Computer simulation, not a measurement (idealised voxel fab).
The document below concerns the process module designated voxel capacitor over wiring.
Displayed cross-section: cut, width of 295 nm, square cells sized 5 nm.
Cross-section format: a grid of square cells, given as bands from top to bottom; each band is one or more rows of cells.
Band: top and bottom heights (nm) first, top before bottom; then materials from left to right, widths in nm. "everywhere" marks a sole material filling the band edge to edge. "air" denotes empty space.
Heights from 0 (as-received wafer is one material below). Bottom band endless downward, as "0 -> down".
Per-row width for "30->40": begins at first number (top row of band), ends at second number (bottom row), increment between rows held constant.
Any step labelled "remained the same" changed none of the cells in the cross-section.
The label "Trapped void list" introduces a list of the empty spaces, 8 cells or larger, that have no open way up to the top; each entry in it reads width x height at distance, where the distance is taken from the left edge and all three are stated in nm.
Post-settings text on a step line: simulator's own remark regarding the step.
"overlay nm", when on a step's line for a step with a mask, measures how far to the right of its planned place the mask lay; a negative measure means to the left.
Pairs, read this way: before one process step on the one hand, after it on the other, the after cross-section ending at the lowest band that changed; the step between, settings included, beneath. Same starting wafer throughout, but possibly different runs of this module, so no pair continues from the pair above unless its entry headed "Ahead of processing" says so.

## Ahead of processing
    95 -> 90: W everywhere
    90 -> 85: TiN (115); W (5); TiN (175)
    85 -> 80: SiO2 (110); TiN (5); W (5); TiN (5); SiO2 (170)
    80 -> 70: SiO2 (110->100); TiN (15->70); SiO2 (170->125)
    70 -> 65: SiO2 (100); SiN (70); SiO2 (125)
    65 -> 55: SiO2 (95); TiN (80); SiO2 (120)
    55 -> 45: lowk (100); Ru (15); lowk (180)
    45 -> 40: SiCN (100); Ru (15); SiCN (180)
    40 -> 35: TiN (100); Cu (10); TiN (75); Cu (10); TiN (100)
    35 -> 10: lowk (95); TiN (5); Cu (10); TiN (5); lowk (65); TiN (5); Cu (10); TiN (5); lowk (95)
    10 -> 5: SiN (95); TiN (20); SiN (65); TiN (20); SiN (95)
    5 -> 0: SiO2 everywhere
    0 -> down: Si everywhere
    Trapped void list: none

## Sectional View, Post-Process
    85 -> 80: SiO2 (110); TiN (5); W (5); TiN (5); SiO2 (170)
    At heights below 80, the structure remains unaltered.
    Trapped void list: none
What sits between those two cross-sections? CMP (height nm 85)

Ahead of processing: no separate figure, the pair right above already shows it after its step.

## Sectional View, Post-Process
    90 -> 85: SiCN everywhere
    At heights below 85, the structure remains unaltered.
    Trapped void list: none
What sits between those two cross-sections? CONFORMAL_DEP (material SiCN; thk nm 5)

## Ahead of processing
    90 -> 75: aC everywhere
    75 -> 70: TiN everywhere
    70 -> 65: SiN everywhere
    65 -> 55: TiN everywhere
    55 -> 45: lowk (100); Ru (15); lowk (180)
    45 -> 40: SiCN (100); Ru (15); SiCN (180)
    40 -> 15: lowk (95); TiN (5); Cu (10); TiN (5); lowk (65); TiN (5); Cu (10); TiN (5); lowk (95)
    15 -> 10: SiN (95); TiN (20); SiN (65); TiN (20); SiN (95)
    10 -> 0: SiO2 everywhere
    0 -> down: Si everywhere
    Trapped void list: none

## Sectional View, Post-Process
    120 -> 90: air (100); resist (75); air (120)
    At heights below 90, the structure remains unaltered.
    Trapped void list: none
What sits between those two cross-sections? PATTERN (tone cover; mask id UPPER_PLATE; material resist; width nm 75; thk nm 30; overlay nm 0)

Ahead of processing: no separate figure, the pair right above already shows it after its step.

## Sectional View, Post-Process
    105 -> 90: air (100); resist (75); air (120)
    90 -> 75: air (100); aC (75); air (120)
    At heights below 75, the structure remains unaltered.
    Trapped void list: none
What sits between those two cross-sections? DIRECTIONAL_ETCH (etch materials aC; depth nm 15)

Ahead of processing: no separate figure, the pair right above already shows it after its step.

## Sectional View, Post-Process
    90 -> 75: air (100); aC (75); air (120)
    At heights below 75, the structure remains unaltered.
    Trapped void list: none
What sits between those two cross-sections? STRIP (etch materials resist)

Ahead of processing: no separate figure, the pair right above already shows it after its step.

## Sectional View, Post-Process
    90 -> 75: air (100); aC (75); air (120)
    75 -> 70: air (100); TiN (75); air (120)
    At heights below 70, the structure remains unaltered.
    Trapped void list: none
What sits between those two cross-sections? DIRECTIONAL_ETCH (etch materials TiN; depth nm 5)

Ahead of processing: no separate figure, the pair right above already shows it after its step.

## Sectional View, Post-Process
    90 -> 75: air (100); aC (75); air (120)
    75 -> 70: air (100); TiN (75); air (120)
    70 -> 65: air (100); SiN (75); air (120)
    At heights below 65, the structure remains unaltered.
    Trapped void list: none
What sits between those two cross-sections? DIRECTIONAL_ETCH (etch materials SiN; depth nm 5)

Ahead of processing: no separate figure, the pair right above already shows it after its step.

## Sectional View, Post-Process
    75 -> 70: air (100); TiN (75); air (120)
    At heights below 70, the structure remains unaltered.
    Trapped void list: none
What sits between those two cross-sections? STRIP (etch materials aC)

Ahead of processing: no separate figure, the pair right above already shows it after its step.

## Sectional View, Post-Process
    90 -> 80: air (100); aC (75); air (120)
    80 -> 75: aC everywhere
    75 -> 70: aC (100); TiN (75); aC (120)
    70 -> 65: aC (100); SiN (75); aC (120)
    At heights below 65, the structure remains unaltered.
    Trapped void list: none
What sits between those two cross-sections? DIRECTIONAL_DEP (material aC; thk nm 15)

Ahead of processing: no separate figure, the pair right above already shows it after its step.

## Sectional View, Post-Process
    120 -> 90: air (95); resist (80); air (120)
    90 -> 80: air (95); resist (5); aC (75); air (120)
    At heights below 80, the structure remains unaltered.
    Trapped void list: none
What sits between those two cross-sections? PATTERN (tone cover; mask id LOWER_PLATE; material resist; width nm 80; thk nm 30; overlay nm 0)

Ahead of processing: no separate figure, the pair right above already shows it after its step.

## Sectional View, Post-Process
    105 -> 90: air (95); resist (80); air (120)
    90 -> 80: air (95); resist (5); aC (75); air (120)
    80 -> 75: air (95); aC (80); air (120)
    75 -> 70: air (95); aC (5); TiN (75); air (120)
    70 -> 65: air (95); aC (5); SiN (75); air (120)
    At heights below 65, the structure remains unaltered.
    Trapped void list: none
What sits between those two cross-sections? DIRECTIONAL_ETCH (etch materials aC; depth nm 15)

Ahead of processing: no separate figure, the pair right above already shows it after its step.

## Sectional View, Post-Process
    90 -> 80: air (100); aC (75); air (120)
    At heights below 80, the structure remains unaltered.
    Trapped void list: none
What sits between those two cross-sections? STRIP (etch materials resist)

Ahead of processing: no separate figure, the pair right above already shows it after its step.

## Sectional View, Post-Process
    90 -> 80: air (100); aC (75); air (120)
    80 -> 75: air (95); aC (80); air (120)
    75 -> 70: air (95); aC (5); TiN (75); air (120)
    70 -> 65: air (95); aC (5); SiN (75); air (120)
    65 -> 55: air (95); TiN (80); air (120)
    At heights below 55, the structure remains unaltered.
    Trapped void list: none
What sits between those two cross-sections? DIRECTIONAL_ETCH (etch materials TiN; depth nm 10)

Ahead of processing: no separate figure, the pair right above already shows it after its step.

## Sectional View, Post-Process
    75 -> 70: air (100); TiN (75); air (120)
    70 -> 65: air (100); SiN (75); air (120)
    At heights below 65, the structure remains unaltered.
    Trapped void list: none
What sits between those two cross-sections? STRIP (etch materials aC)

Ahead of processing: no separate figure, the pair right above already shows it after its step.

## Sectional View, Post-Process
    90 -> 75: SiO2 everywhere
    75 -> 70: SiO2 (100); TiN (75); SiO2 (120)
    70 -> 65: SiO2 (100); SiN (75); SiO2 (120)
    65 -> 55: SiO2 (95); TiN (80); SiO2 (120)
    At heights below 55, the structure remains unaltered.
    Trapped void list: none
What sits between those two cross-sections? FILL_DEP (material SiO2; thk nm 15)

Ahead of processing: no separate figure, the pair right above already shows it after its step.

## Sectional View, Post-Process
    85 -> 75: SiO2 everywhere
    At heights below 75, the structure remains unaltered.
    Trapped void list: none
What sits between those two cross-sections? CMP (height nm 85)

Ahead of processing: no separate figure, the pair right above already shows it after its step.

## Sectional View, Post-Process
    100 -> 85: resist (110); air (15); resist (170)
    At heights below 85, the structure remains unaltered.
    Trapped void list: none
What sits between those two cross-sections? PATTERN (tone open; mask id PLUG_2; material resist; width nm 15; thk nm 15; overlay nm 0)

Ahead of processing: no separate figure, the pair right above already shows it after its step.

## Sectional View, Post-Process
    100 -> 85: resist (110); air (15); resist (170)
    85 -> 75: SiO2 (110); air (15); SiO2 (170)
    At heights below 75, the structure remains unaltered.
    Trapped void list: none
What sits between those two cross-sections? DIRECTIONAL_ETCH (etch materials SiO2; depth nm 10)

Ahead of processing: no separate figure, the pair right above already shows it after its step.

## Sectional View, Post-Process
    85 -> 75: SiO2 (110); air (15); SiO2 (170)
    At heights below 75, the structure remains unaltered.
    Trapped void list: none
What sits between those two cross-sections? STRIP (etch materials resist)

Ahead of processing: no separate figure, the pair right above already shows it after its step.

## Sectional View, Post-Process
    90 -> 85: TiN (115); air (5); TiN (175)
    85 -> 80: SiO2 (110); TiN (5); air (5); TiN (5); SiO2 (170)
    80 -> 70: SiO2 (110->100); TiN (15->75); SiO2 (170->120)
    At heights below 70, the structure remains unaltered.
    Trapped void list: none
What sits between those two cross-sections? CONFORMAL_DEP (material TiN; thk nm 5)

Ahead of processing: no separate figure, the pair right above already shows it after its step.

## Sectional View, Post-Process
    95 -> 90: W everywhere
    90 -> 85: TiN (115); W (5); TiN (175)
    85 -> 80: SiO2 (110); TiN (5); W (5); TiN (5); SiO2 (170)
    At heights below 80, the structure remains unaltered.
    Trapped void list: none
What sits between those two cross-sections? FILL_DEP (material W; thk nm 5)

Ahead of processing: no separate figure, the pair right above already shows it after its step.

## Sectional View, Post-Process
    85 -> 80: SiO2 (110); TiN (5); W (5); TiN (5); SiO2 (170)
    At heights below 80, the structure remains unaltered.
    Trapped void list: none
What sits between those two cross-sections? CMP (height nm 85)

Ahead of processing: no separate figure, the pair right above already shows it after its step.

## Sectional View, Post-Process
    90 -> 85: SiCN everywhere
    At heights below 85, the structure remains unaltered.
    Trapped void list: none
What sits between those two cross-sections? CONFORMAL_DEP (material SiCN; thk nm 5)

## Ahead of processing
    40 -> 15: lowk (95); air (20); lowk (65); air (20); lowk (95)
    15 -> 10: SiN everywhere
    10 -> 0: SiO2 everywhere
    0 -> down: Si everywhere
    Trapped void list: none

## Sectional View, Post-Process
    40 -> 15: lowk (95); air (20); lowk (65); air (20); lowk (95)
    15 -> 10: SiN (95); air (15); SiN (70); air (15); SiN (100)
    At heights below 10, the structure remains unaltered.
    Trapped void list: none
What sits between those two cross-sections? MASKED_ETCH (tone open; mask id METAL_1; width nm 20; pitch nm 85; etch materials SiN; depth nm 5; overlay nm -5)

Ahead of processing: no separate figure, the pair right above already shows it after its step.

## Sectional View, Post-Process
    45 -> 40: TiN (100); air (10); TiN (75); air (10); TiN (100)
    40 -> 20: lowk (95); TiN (5); air (10); TiN (5); lowk (65); TiN (5); air (10); TiN (5); lowk (95)
    20 -> 15: lowk (95); TiN (5); air (5); TiN (10); lowk (65); TiN (5); air (5); TiN (10); lowk (95)
    15 -> 10: SiN (95); TiN (15); SiN (70); TiN (15); SiN (100)
    At heights below 10, the structure remains unaltered.
    Trapped void list: none
What sits between those two cross-sections? CONFORMAL_DEP (material TiN; thk nm 5)

Ahead of processing: no separate figure, the pair right above already shows it after its step.

## Sectional View, Post-Process
    50 -> 45: Cu everywhere
    45 -> 40: TiN (100); Cu (10); TiN (75); Cu (10); TiN (100)
    40 -> 20: lowk (95); TiN (5); Cu (10); TiN (5); lowk (65); TiN (5); Cu (10); TiN (5); lowk (95)
    20 -> 15: lowk (95); TiN (5); Cu (5); TiN (10); lowk (65); TiN (5); Cu (5); TiN (10); lowk (95)
    At heights below 15, the structure remains unaltered.
    Trapped void list: none
What sits between those two cross-sections? FILL_DEP (material Cu; thk nm 5)

Ahead of processing: no separate figure, the pair right above already shows it after its step.

## Sectional View, Post-Process
    40 -> 20: lowk (95); TiN (5); Cu (10); TiN (5); lowk (65); TiN (5); Cu (10); TiN (5); lowk (95)
    At heights below 20, the structure remains unaltered.
    Trapped void list: none
What sits between those two cross-sections? CMP (height nm 40)

Ahead of processing: no separate figure, the pair right above already shows it after its step.

## Sectional View, Post-Process
    45 -> 40: SiCN everywhere
    At heights below 40, the structure remains unaltered.
    Trapped void list: none
What sits between those two cross-sections? CONFORMAL_DEP (material SiCN; thk nm 5)

Ahead of processing: no separate figure, the pair right above already shows it after its step.

## Sectional View, Post-Process
    55 -> 45: lowk everywhere
    At heights below 45, the structure remains unaltered.
    Trapped void list: none
What sits between those two cross-sections? DIRECTIONAL_DEP (material lowk; thk nm 10)

Ahead of processing: no separate figure, the pair right above already shows it after its step.

## Sectional View, Post-Process
    55 -> 45: lowk (100); air (15); lowk (180)
    At heights below 45, the structure remains unaltered.
    Trapped void list: none
What sits between those two cross-sections? MASKED_ETCH (tone open; mask id PLUG_1; width nm 15; etch materials lowk; depth nm 10; overlay nm 0)

Ahead of processing: no separate figure, the pair right above already shows it after its step.

## Sectional View, Post-Process
    55 -> 45: lowk (100); air (15); lowk (180)
    45 -> 40: SiCN (100); air (15); SiCN (180)
    At heights below 40, the structure remains unaltered.
    Trapped void list: none
What sits between those two cross-sections? MASKED_ETCH (tone open; mask id PLUG_1; width nm 15; etch materials SiCN; depth nm 5; overlay nm 0)

Ahead of processing: no separate figure, the pair right above already shows it after its step.

## Sectional View, Post-Process
    55 -> 50: lowk (100); air (15); lowk (180)
    50 -> 45: lowk (100); Ru (15); lowk (180)
    45 -> 40: SiCN (100); Ru (15); SiCN (180)
    At heights below 40, the structure remains unaltered.
    Trapped void list: none
What sits between those two cross-sections? EPI (material Ru; thk nm 10)

Ahead of processing: no separate figure, the pair right above already shows it after its step.

## Sectional View, Post-Process
    55 -> 45: lowk (100); Ru (15); lowk (180)
    At heights below 45, the structure remains unaltered.
    Trapped void list: none
What sits between those two cross-sections? EPI (material Ru; thk nm 5)

Ahead of processing: no separate figure, the pair right above already shows it after its step.

## Sectional View, Post-Process
    65 -> 55: TiN everywhere
    At heights below 55, the structure remains unaltered.
    Trapped void list: none
What sits between those two cross-sections? DIRECTIONAL_DEP (material TiN; thk nm 10)

Ahead of processing: no separate figure, the pair right above already shows it after its step.

## Sectional View, Post-Process
    70 -> 65: SiN everywhere
    At heights below 65, the structure remains unaltered.
    Trapped void list: none
What sits between those two cross-sections? DIRECTIONAL_DEP (material SiN; thk nm 5)

Ahead of processing: no separate figure, the pair right above already shows it after its step.

## Sectional View, Post-Process
    75 -> 70: TiN everywhere
    At heights below 70, the structure remains unaltered.
    Trapped void list: none
What sits between those two cross-sections? DIRECTIONAL_DEP (material TiN; thk nm 5)

Ahead of processing: no separate figure, the pair right above already shows it after its step.

## Sectional View, Post-Process
    90 -> 75: aC everywhere
    At heights below 75, the structure remains unaltered.
    Trapped void list: none
What sits between those two cross-sections? DIRECTIONAL_DEP (material aC; thk nm 15)

Ahead of processing: no separate figure, the pair right above already shows it after its step.

## Sectional View, Post-Process
    120 -> 90: air (100); resist (70); air (125)
    At heights below 90, the structure remains unaltered.
    Trapped void list: none
What sits between those two cross-sections? PATTERN (tone cover; mask id UPPER_PLATE; material resist; width nm 70; thk nm 30; overlay nm 0)

Ahead of processing: no separate figure, the pair right above already shows it after its step.

## Sectional View, Post-Process
    105 -> 90: air (100); resist (70); air (125)
    90 -> 75: air (100); aC (70); air (125)
    At heights below 75, the structure remains unaltered.
    Trapped void list: none
What sits between those two cross-sections? DIRECTIONAL_ETCH (etch materials aC; depth nm 15)

Ahead of processing: no separate figure, the pair right above already shows it after its step.

## Sectional View, Post-Process
    90 -> 75: air (100); aC (70); air (125)
    At heights below 75, the structure remains unaltered.
    Trapped void list: none
What sits between those two cross-sections? STRIP (etch materials resist)

Ahead of processing: no separate figure, the pair right above already shows it after its step.

## Sectional View, Post-Process
    90 -> 75: air (100); aC (70); air (125)
    75 -> 70: air (100); TiN (70); air (125)
    At heights below 70, the structure remains unaltered.
    Trapped void list: none
What sits between those two cross-sections? DIRECTIONAL_ETCH (etch materials TiN; depth nm 5)

Ahead of processing: no separate figure, the pair right above already shows it after its step.

## Sectional View, Post-Process
    90 -> 75: air (100); aC (70); air (125)
    75 -> 70: air (100); TiN (70); air (125)
    70 -> 65: air (100); SiN (70); air (125)
    At heights below 65, the structure remains unaltered.
    Trapped void list: none
What sits between those two cross-sections? DIRECTIONAL_ETCH (etch materials SiN; depth nm 5)

Ahead of processing: no separate figure, the pair right above already shows it after its step.

## Sectional View, Post-Process
    75 -> 70: air (100); TiN (70); air (125)
    At heights below 70, the structure remains unaltered.
    Trapped void list: none
What sits between those two cross-sections? STRIP (etch materials aC)

Ahead of processing: no separate figure, the pair right above already shows it after its step.

## Sectional View, Post-Process
    90 -> 80: air (100); aC (70); air (125)
    80 -> 75: aC everywhere
    75 -> 70: aC (100); TiN (70); aC (125)
    70 -> 65: aC (100); SiN (70); aC (125)
    At heights below 65, the structure remains unaltered.
    Trapped void list: none
What sits between those two cross-sections? DIRECTIONAL_DEP (material aC; thk nm 15)

Ahead of processing: no separate figure, the pair right above already shows it after its step.

## Sectional View, Post-Process
    120 -> 90: air (95); resist (80); air (120)
    90 -> 80: air (95); resist (5); aC (70); resist (5); air (120)
    At heights below 80, the structure remains unaltered.
    Trapped void list: none
What sits between those two cross-sections? PATTERN (tone cover; mask id LOWER_PLATE; material resist; width nm 80; thk nm 30; overlay nm 0)

Ahead of processing: no separate figure, the pair right above already shows it after its step.

## Sectional View, Post-Process
    105 -> 90: air (95); resist (80); air (120)
    90 -> 80: air (95); resist (5); aC (70); resist (5); air (120)
    80 -> 75: air (95); aC (80); air (120)
    75 -> 70: air (95); aC (5); TiN (70); aC (5); air (120)
    70 -> 65: air (95); aC (5); SiN (70); aC (5); air (120)
    At heights below 65, the structure remains unaltered.
    Trapped void list: none
What sits between those two cross-sections? DIRECTIONAL_ETCH (etch materials aC; depth nm 15)

Ahead of processing: no separate figure, the pair right above already shows it after its step.

## Sectional View, Post-Process
    90 -> 80: air (100); aC (70); air (125)
    At heights below 80, the structure remains unaltered.
    Trapped void list: none
What sits between those two cross-sections? STRIP (etch materials resist)

Ahead of processing: no separate figure, the pair right above already shows it after its step.

## Sectional View, Post-Process
    90 -> 80: air (100); aC (70); air (125)
    80 -> 75: air (95); aC (80); air (120)
    75 -> 70: air (95); aC (5); TiN (70); aC (5); air (120)
    70 -> 65: air (95); aC (5); SiN (70); aC (5); air (120)
    65 -> 55: air (95); TiN (80); air (120)
    At heights below 55, the structure remains unaltered.
    Trapped void list: none
What sits between those two cross-sections? DIRECTIONAL_ETCH (etch materials TiN; depth nm 10)

Ahead of processing: no separate figure, the pair right above already shows it after its step.

## Sectional View, Post-Process
    75 -> 70: air (100); TiN (70); air (125)
    70 -> 65: air (100); SiN (70); air (125)
    At heights below 65, the structure remains unaltered.
    Trapped void list: none
What sits between those two cross-sections? STRIP (etch materials aC)

Ahead of processing: no separate figure, the pair right above already shows it after its step.

## Sectional View, Post-Process
    90 -> 75: SiO2 everywhere
    75 -> 70: SiO2 (100); TiN (70); SiO2 (125)
    70 -> 65: SiO2 (100); SiN (70); SiO2 (125)
    65 -> 55: SiO2 (95); TiN (80); SiO2 (120)
    At heights below 55, the structure remains unaltered.
    Trapped void list: none
What sits between those two cross-sections? FILL_DEP (material SiO2; thk nm 15)

Ahead of processing: no separate figure, the pair right above already shows it after its step.

## Sectional View, Post-Process
    85 -> 75: SiO2 everywhere
    At heights below 75, the structure remains unaltered.
    Trapped void list: none
What sits between those two cross-sections? CMP (height nm 85)

Ahead of processing: no separate figure, the pair right above already shows it after its step.

## Sectional View, Post-Process
    100 -> 85: resist (110); air (15); resist (170)
    At heights below 85, the structure remains unaltered.
    Trapped void list: none
What sits between those two cross-sections? PATTERN (tone open; mask id PLUG_2; material resist; width nm 15; thk nm 15; overlay nm 0)

Ahead of processing: no separate figure, the pair right above already shows it after its step.

## Sectional View, Post-Process
    100 -> 85: resist (110); air (15); resist (170)
    85 -> 75: SiO2 (110); air (15); SiO2 (170)
    At heights below 75, the structure remains unaltered.
    Trapped void list: none
What sits between those two cross-sections? DIRECTIONAL_ETCH (etch materials SiO2; depth nm 10)

Ahead of processing: no separate figure, the pair right above already shows it after its step.

## Sectional View, Post-Process
    85 -> 75: SiO2 (110); air (15); SiO2 (170)
    At heights below 75, the structure remains unaltered.
    Trapped void list: none
What sits between those two cross-sections? STRIP (etch materials resist)

Ahead of processing: no separate figure, the pair right above already shows it after its step.

## Sectional View, Post-Process
    90 -> 85: TiN (115); air (5); TiN (175)
    85 -> 80: SiO2 (110); TiN (5); air (5); TiN (5); SiO2 (170)
    80 -> 70: SiO2 (110->100); TiN (15->70); SiO2 (170->125)
    At heights below 70, the structure remains unaltered.
    Trapped void list: none
What sits between those two cross-sections? CONFORMAL_DEP (material TiN; thk nm 5)

Ahead of processing: no separate figure, the pair right above already shows it after its step.

## Sectional View, Post-Process
    95 -> 90: W everywhere
    90 -> 85: TiN (115); W (5); TiN (175)
    85 -> 80: SiO2 (110); TiN (5); W (5); TiN (5); SiO2 (170)
    At heights below 80, the structure remains unaltered.
    Trapped void list: none
What sits between those two cross-sections? FILL_DEP (material W; thk nm 5)

Ahead of processing: no separate figure, the pair right above already shows it after its step.

## Sectional View, Post-Process
    85 -> 80: SiO2 (110); TiN (5); W (5); TiN (5); SiO2 (170)
    At heights below 80, the structure remains unaltered.
    Trapped void list: none
What sits between those two cross-sections? CMP (height nm 85)

Ahead of processing: no separate figure, the pair right above already shows it after its step.

## Sectional View, Post-Process
    90 -> 85: SiCN everywhere
    At heights below 85, the structure remains unaltered.
    Trapped void list: none
What sits between those two cross-sections? CONFORMAL_DEP (material SiCN; thk nm 5)

## Ahead of processing
    40 -> 15: lowk (95); TiN (5); Cu (10); TiN (5); lowk (65); TiN (5); Cu (10); TiN (5); lowk (95)
    15 -> 10: SiN (95); TiN (20); SiN (65); TiN (20); SiN (95)
    10 -> 0: SiO2 everywhere
    0 -> down: Si everywhere
    Trapped void list: none

## Sectional View, Post-Process
    45 -> 40: Cu everywhere
    At heights below 40, the structure remains unaltered.
    Trapped void list: none
What sits between those two cross-sections? CONFORMAL_DEP (material Cu; thk nm 5)

Ahead of processing: no separate figure, the pair right above already shows it after its step.

## Sectional View, Post-Process
    55 -> 45: lowk everywhere
    At heights below 45, the structure remains unaltered.
    Trapped void list: none
What sits between those two cross-sections? DIRECTIONAL_DEP (material lowk; thk nm 10)

Ahead of processing: no separate figure, the pair right above already shows it after its step.

## Sectional View, Post-Process
    55 -> 45: lowk (100); air (15); lowk (180)
    At heights below 45, the structure remains unaltered.
    Trapped void list: none
What sits between those two cross-sections? MASKED_ETCH (tone open; mask id PLUG_1; width nm 15; etch materials lowk; depth nm 10; overlay nm 0)

Ahead of processing: no separate figure, the pair right above already shows it after its step.

## Sectional View, Post-Process
    55 -> 45: lowk (100); Ru (15); lowk (180)
    At heights below 45, the structure remains unaltered.
    Trapped void list: none
What sits between those two cross-sections? EPI (material Ru; thk nm 10)

Ahead of processing: no separate figure, the pair right above already shows it after its step.

## Sectional View, Post-Process
    60 -> 55: air (95); Ru (25); air (175)
    At heights below 55, the structure remains unaltered.
    Trapped void list: none
What sits between those two cross-sections? EPI (material Ru; thk nm 5)

Ahead of processing: no separate figure, the pair right above already shows it after its step.

## Sectional View, Post-Process
    70 -> 65: air (95); TiN (25); air (175)
    65 -> 60: TiN everywhere
    60 -> 55: TiN (95); Ru (25); TiN (175)
    At heights below 55, the structure remains unaltered.
    Trapped void list: none
What sits between those two cross-sections? DIRECTIONAL_DEP (material TiN; thk nm 10)

Ahead of processing: no separate figure, the pair right above already shows it after its step.

## Sectional View, Post-Process
    75 -> 70: air (95); SiN (25); air (175)
    70 -> 65: SiN (95); TiN (25); SiN (175)
    At heights below 65, the structure remains unaltered.
    Trapped void list: none
What sits between those two cross-sections? DIRECTIONAL_DEP (material SiN; thk nm 5)

Ahead of processing: no separate figure, the pair right above already shows it after its step.

## Sectional View, Post-Process
    80 -> 75: air (95); TiN (25); air (175)
    75 -> 70: TiN (95); SiN (25); TiN (175)
    At heights below 70, the structure remains unaltered.
    Trapped void list: none
What sits between those two cross-sections? DIRECTIONAL_DEP (material TiN; thk nm 5)

Ahead of processing: no separate figure, the pair right above already shows it after its step.

## Sectional View, Post-Process
    95 -> 90: air (95); aC (25); air (175)
    90 -> 80: aC everywhere
    80 -> 75: aC (95); TiN (25); aC (175)
    At heights below 75, the structure remains unaltered.
    Trapped void list: none
What sits between those two cross-sections? DIRECTIONAL_DEP (material aC; thk nm 15)

Ahead of processing: no separate figure, the pair right above already shows it after its step.

## Sectional View, Post-Process
    125 -> 95: air (100); resist (70); air (125)
    95 -> 90: air (95); aC (25); resist (50); air (125)
    At heights below 90, the structure remains unaltered.
    Trapped void list: none
What sits between those two cross-sections? PATTERN (tone cover; mask id UPPER_PLATE; material resist; width nm 70; thk nm 30; overlay nm 0)

Ahead of processing: no separate figure, the pair right above already shows it after its step.

## Sectional View, Post-Process
    110 -> 95: air (100); resist (70); air (125)
    95 -> 90: air (100); aC (20); resist (50); air (125)
    90 -> 80: air (100); aC (70); air (125)
    80 -> 75: air (95); TiN (25); aC (50); air (125)
    At heights below 75, the structure remains unaltered.
    Trapped void list: none
What sits between those two cross-sections? DIRECTIONAL_ETCH (etch materials aC; depth nm 15)

Ahead of processing: no separate figure, the pair right above already shows it after its step.

## Sectional View, Post-Process
    95 -> 90: air (100); aC (20); air (175)
    At heights below 90, the structure remains unaltered.
    Trapped void list: none
What sits between those two cross-sections? STRIP (etch materials resist)

Ahead of processing: no separate figure, the pair right above already shows it after its step.

## Sectional View, Post-Process
    95 -> 90: air (100); aC (20); air (175)
    90 -> 80: air (100); aC (70); air (125)
    80 -> 75: air (100); TiN (20); aC (50); air (125)
    75 -> 70: air (95); SiN (25); TiN (50); air (125)
    At heights below 70, the structure remains unaltered.
    Trapped void list: none
What sits between those two cross-sections? DIRECTIONAL_ETCH (etch materials TiN; depth nm 5)

Ahead of processing: no separate figure, the pair right above already shows it after its step.

## Sectional View, Post-Process
    95 -> 90: air (100); aC (20); air (175)
    90 -> 80: air (100); aC (70); air (125)
    80 -> 75: air (100); TiN (20); aC (50); air (125)
    75 -> 70: air (100); SiN (20); TiN (50); air (125)
    70 -> 65: air (95); TiN (25); SiN (50); air (125)
    At heights below 65, the structure remains unaltered.
    Trapped void list: none
What sits between those two cross-sections? DIRECTIONAL_ETCH (etch materials SiN; depth nm 5)

Ahead of processing: no separate figure, the pair right above already shows it after its step.

## Sectional View, Post-Process
    80 -> 75: air (100); TiN (20); air (175)
    At heights below 75, the structure remains unaltered.
    Trapped void list: none
What sits between those two cross-sections? STRIP (etch materials aC)

Ahead of processing: no separate figure, the pair right above already shows it after its step.

## Sectional View, Post-Process
    95 -> 85: air (100); aC (20->70); air (175->125)
    85 -> 80: air (95); aC (75); air (125)
    80 -> 75: aC (100); TiN (20); aC (175)
    75 -> 70: aC (100); SiN (20); TiN (50); aC (125)
    70 -> 65: aC (95); TiN (25); SiN (50); aC (125)
    At heights below 65, the structure remains unaltered.
    Trapped void list: none
What sits between those two cross-sections? DIRECTIONAL_DEP (material aC; thk nm 15)

Ahead of processing: no separate figure, the pair right above already shows it after its step.

## Sectional View, Post-Process
    125 -> 95: air (95); resist (80); air (120)
    95 -> 85: air (95); resist (5); aC (20->70); resist (55->5); air (120)
    85 -> 80: air (95); aC (75); resist (5); air (120)
    At heights below 80, the structure remains unaltered.
    Trapped void list: none
What sits between those two cross-sections? PATTERN (tone cover; mask id LOWER_PLATE; material resist; width nm 80; thk nm 30; overlay nm 0)

Ahead of processing: no separate figure, the pair right above already shows it after its step.

## Sectional View, Post-Process
    110 -> 95: air (95); resist (80); air (120)
    95 -> 85: air (95); resist (5); aC (20->70); resist (55->5); air (120)
    85 -> 80: air (95); aC (75); resist (5); air (120)
    80 -> 75: air (95); aC (5); TiN (20); aC (55); air (120)
    75 -> 70: air (95); aC (5); SiN (20); TiN (50); aC (5); air (120)
    70 -> 65: air (95); TiN (25); SiN (50); aC (5); air (120)
    At heights below 65, the structure remains unaltered.
    Trapped void list: none
What sits between those two cross-sections? DIRECTIONAL_ETCH (etch materials aC; depth nm 15)

Ahead of processing: no separate figure, the pair right above already shows it after its step.

## Sectional View, Post-Process
    95 -> 85: air (100); aC (20->70); air (175->125)
    85 -> 80: air (95); aC (75); air (125)
    At heights below 80, the structure remains unaltered.
    Trapped void list: none
What sits between those two cross-sections? STRIP (etch materials resist)

Ahead of processing: no separate figure, the pair right above already shows it after its step.

## Sectional View, Post-Process
    95 -> 85: air (100); aC (20->70); air (175->125)
    85 -> 80: air (95); aC (75); air (125)
    80 -> 75: air (95); aC (5); TiN (20); aC (55); air (120)
    75 -> 70: air (95); aC (5); SiN (20); TiN (50); aC (5); air (120)
    70 -> 65: air (95); TiN (25); SiN (50); aC (5); air (120)
    65 -> 60: air (95); TiN (80); air (120)
    60 -> 55: air (95); Ru (25); TiN (55); air (120)
    At heights below 55, the structure remains unaltered.
    Trapped void list: none
What sits between those two cross-sections? DIRECTIONAL_ETCH (etch materials TiN; depth nm 10)

Ahead of processing: no separate figure, the pair right above already shows it after its step.

## Sectional View, Post-Process
    80 -> 75: air (100); TiN (20); air (175)
    75 -> 70: air (100); SiN (20); TiN (50); air (125)
    70 -> 65: air (95); TiN (25); SiN (50); air (125)
    At heights below 65, the structure remains unaltered.
    Trapped void list: none
What sits between those two cross-sections? STRIP (etch materials aC)

Ahead of processing: no separate figure, the pair right above already shows it after its step.

## Sectional View, Post-Process
    95 -> 80: SiO2 everywhere
    80 -> 75: SiO2 (100); TiN (20); SiO2 (175)
    75 -> 70: SiO2 (100); SiN (20); TiN (50); SiO2 (125)
    70 -> 65: SiO2 (95); TiN (25); SiN (50); SiO2 (125)
    65 -> 60: SiO2 (95); TiN (80); SiO2 (120)
    60 -> 55: SiO2 (95); Ru (25); TiN (55); SiO2 (120)
    At heights below 55, the structure remains unaltered.
    Trapped void list: none
What sits between those two cross-sections? FILL_DEP (material SiO2; thk nm 15)

Ahead of processing: no separate figure, the pair right above already shows it after its step.

## Sectional View, Post-Process
    85 -> 80: SiO2 everywhere
    At heights below 80, the structure remains unaltered.
    Trapped void list: none
What sits between those two cross-sections? CMP (height nm 85)

Ahead of processing: no separate figure, the pair right above already shows it after its step.

## Sectional View, Post-Process
    100 -> 85: resist (110); air (15); resist (170)
    At heights below 85, the structure remains unaltered.
    Trapped void list: none
What sits between those two cross-sections? PATTERN (tone open; mask id PLUG_2; material resist; width nm 15; thk nm 15; overlay nm 0)
